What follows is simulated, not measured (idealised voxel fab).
process module | voxel plated lines
Square cells of 5 nm make up the cross-section cut, whose width is 255 nm.
Notation: cross-section as square-cell grid; stated in bands, top first, going down; one or more cell rows per band.
This entry defines a band. It first specifies the height of the band's top and the height of its bottom in nm, and then specifies the band's materials from left to right, stating each material with its width in nm. The word "everywhere" identifies a single material that fills the band from edge to edge, while the word "air" identifies empty space.
It should be noted that heights are counted from 0, beneath which the wafer as supplied is of one material throughout, and that the lowest band possesses no lower boundary but continues downward, as written in "0 down".
Quick explanation for "30 to 40": the width changes in equal steps down the rows of cells, from the first number in the band's top row to the second number in its bottom row.
Step marked "nothing got changed"? Then no cell in the cross-section changed in it.
"Fully sealed cavities": empty spaces of 8 cells or more with no open way to the top, each given as width x height at distance, distance from the left edge, all in nm.
The remark found on a step's line after its settings is issued by the simulator itself and pertains to that step.
Regarding "overlay nm": on a step with a mask, it is the distance the mask lay to the right of its planned place; a negative value places it to the left.

**Steps planned for the process**
1: RECEIVE [material Si]
2: CONFORMAL_DEP [material SiO2] [thk nm 15]
3: DIRECTIONAL_DEP [material TiN] [thk nm 5]
4: PATTERN [tone open] [mask id LINES] [material resist] [width nm 20] [pitch nm 40] [thk nm 40] [overlay nm 0]
5: EPI [material Ru] [thk nm 10]
6: EPI [material Ru] [thk nm 5]
7: EPI [material Ru] [thk nm 5]
8: STRIP [etch materials resist]
9: DIRECTIONAL_ETCH [etch materials TiN] [depth nm 5]
10: CONFORMAL_DEP [material SiCN] [thk nm 10]

**Wafer cross-section on receipt, i.e. after step 1**
- 0 down = Si everywhere
- Fully sealed cavities: none

**Cross-section taken at module completion on the first of two wafers; processed per the plan**
- 50 to 40 = 65 of air  120 of SiCN  70 of air
- 40 to 25 = 65 of air  10 of SiCN  20 of Ru  20 of SiCN  20 of Ru  20 of SiCN  20 of Ru  10 of SiCN  70 of air
- 25 to 20 = 75 of SiCN  20 of Ru  20 of SiCN  20 of Ru  20 of SiCN  20 of Ru  80 of SiCN
- 20 to 15 = 75 of SiCN  20 of TiN  20 of SiCN  20 of TiN  20 of SiCN  20 of TiN  80 of SiCN
- 15 to 0 = SiO2 everywhere
- 0 down = Si everywhere
- Fully sealed cavities: none

**The second wafer, shown in cross-section after the module: started the same way as the first and given the same plan, yet one mistake crept into how it was run**
- 50 to 40 = 60 of air  130 of SiCN  65 of air
- 40 to 35 = 60 of air  10 of SiCN  30 of Ru  10 of SiCN  30 of Ru  10 of SiCN  30 of Ru  10 of SiCN  65 of air
- 35 to 25 = 70 of SiCN  30 of Ru  10 of SiCN  30 of Ru  10 of SiCN  30 of Ru  75 of SiCN
- 25 to 20 = Ru everywhere
- 20 to 15 = TiN everywhere
- 15 to 0 = SiO2 everywhere
- 0 down = Si everywhere
- Fully sealed cavities: none
Error vs. plan: so 7 and 8 got swapped relative to the plan, each ran where the other was supposed to
Wrapping up, a cell-based count of both wafers puts the second over or under the first for these materials: Ru +57, SiCN -36, TiN +39
